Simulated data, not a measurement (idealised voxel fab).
The process module presented herein is designated voxel self aligned contacts.
This is section cut - it's 240 nm across, gridded in 5 nm square cells.
Think of the cross-section as a grid of square cells. We describe it in bands, top to bottom, and each band covers one or more rows of those cells.
Band: top height; bottom height; in nm. Then, left to right: material with width in nm, for each material. "full width": a single material spanning edge to edge. "air": empty space.
The level at which height equals 0 is the one under which the wafer, as it arrives, is entirely one material. No lower edge exists for the bottom band, which continues downward and is notated as in "0 down".
The width entry "30 to 40" should be interpreted row by row: the top row of cells in the band takes the first number, the bottom row takes the second number, and the change between adjacent rows is uniform throughout.
The cross-section has no changed cell in any step marked "nothing altered".
Closed empty spaces (no open way to the top) of 8 cells or more are what "Voids lacking openings" lists, each as width x height at distance from the left edge, nm for all three.
Step line, after settings: the simulator's comment on this step.
The setting "overlay nm" may be written on the line of a step. When the step uses a mask, the value reports how far to the right of the planned place the mask lay, and a negative value reports that it lay to the left.
# The following list gives the planned process steps
1. RECEIVE [material Si]
2. CONFORMAL_DEP [material SiO2] [thk nm 5]
3. DIRECTIONAL_DEP [material polySi] [thk nm 25]
4. DIRECTIONAL_DEP [material SiN] [thk nm 20]
5. DIRECTIONAL_DEP [material aC] [thk nm 15]
6. PATTERN [tone cover] [mask id GATE] [material resist] [width nm 35] [pitch nm 60] [thk nm 30] [overlay nm 0]
7. DIRECTIONAL_ETCH [etch materials aC] [depth nm 15]
8. STRIP [etch materials resist]
9. DIRECTIONAL_ETCH [etch materials SiN] [depth nm 20]
10. DIRECTIONAL_ETCH [etch materials polySi] [depth nm 25]
11. STRIP [etch materials aC]
12. CONFORMAL_DEP [material SiN] [thk nm 5]
13. DIRECTIONAL_ETCH [etch materials SiN] [depth nm 5]
14. FILL_DEP [material SiO2] [thk nm 15]
15. CMP [height nm 55]
16. PATTERN [tone open] [mask id CONTACT] [material resist] [width nm 45] [thk nm 15] [overlay nm 0]
17. DIRECTIONAL_ETCH [etch materials SiO2] [depth nm 55]
18. STRIP [etch materials resist]
19. CONFORMAL_DEP [material TiN] [thk nm 5]
20. FILL_DEP [material W] [thk nm 5]
21. CMP [height nm 55]
22. CONFORMAL_DEP [material SiN] [thk nm 5]
# As-received wafer cross-section (after step 1)
> 0 down | Si full width
> Voids lacking openings: none
# first wafer at the end, as planned
> 60 to 55 | SiN full width
> 55 to 50 | 95 nm SiO2  20 nm TiN  5 nm W  20 nm TiN  100 nm SiO2
> 50 to 30 | 65 nm SiO2  45 nm SiN  5 nm TiN  5 nm W  5 nm TiN  45 nm SiN  70 nm SiO2
> 30 to 5 | 65 nm SiO2  5 nm SiN  35 nm polySi  5 nm SiN  5 nm TiN  5 nm W  5 nm TiN  5 nm SiN  35 nm polySi  5 nm SiN  70 nm SiO2
> 5 to 0 | 110 nm SiO2  15 nm TiN  115 nm SiO2
> 0 down | Si full width
> Voids lacking openings: none
# Wafer two (of two), end-of-module cross-section: start = wafer one, plan = wafer one, one run mistake
> 60 to 55 | SiN full width
> 55 to 50 | 95 nm SiO2  45 nm TiN  100 nm SiO2
> 50 to 30 | 75 nm SiN  20 nm SiO2  5 nm TiN  35 nm SiN  5 nm TiN  20 nm SiO2  80 nm SiN
> 30 to 5 | 70 nm polySi  5 nm SiN  20 nm SiO2  5 nm TiN  5 nm SiN  25 nm polySi  5 nm SiN  5 nm TiN  20 nm SiO2  5 nm SiN  75 nm polySi
> 5 to 0 | 95 nm SiO2  5 nm TiN  35 nm SiO2  5 nm TiN  100 nm SiO2
> 0 down | Si full width
> Voids lacking openings: none
What broke from the plan during processing? heads up, step 6 didn't go per plan, it actually ran as PATTERN [tone open] [mask id GATE] [material resist] [width nm 35] [pitch nm 60] [thk nm 30] [overlay nm 0]
Wrapping up, a cell-based count of both wafers puts the second over or under the first for these materials: SiN: 80 more, SiO2: 170 fewer, W: 10 fewer, polySi: 100 more
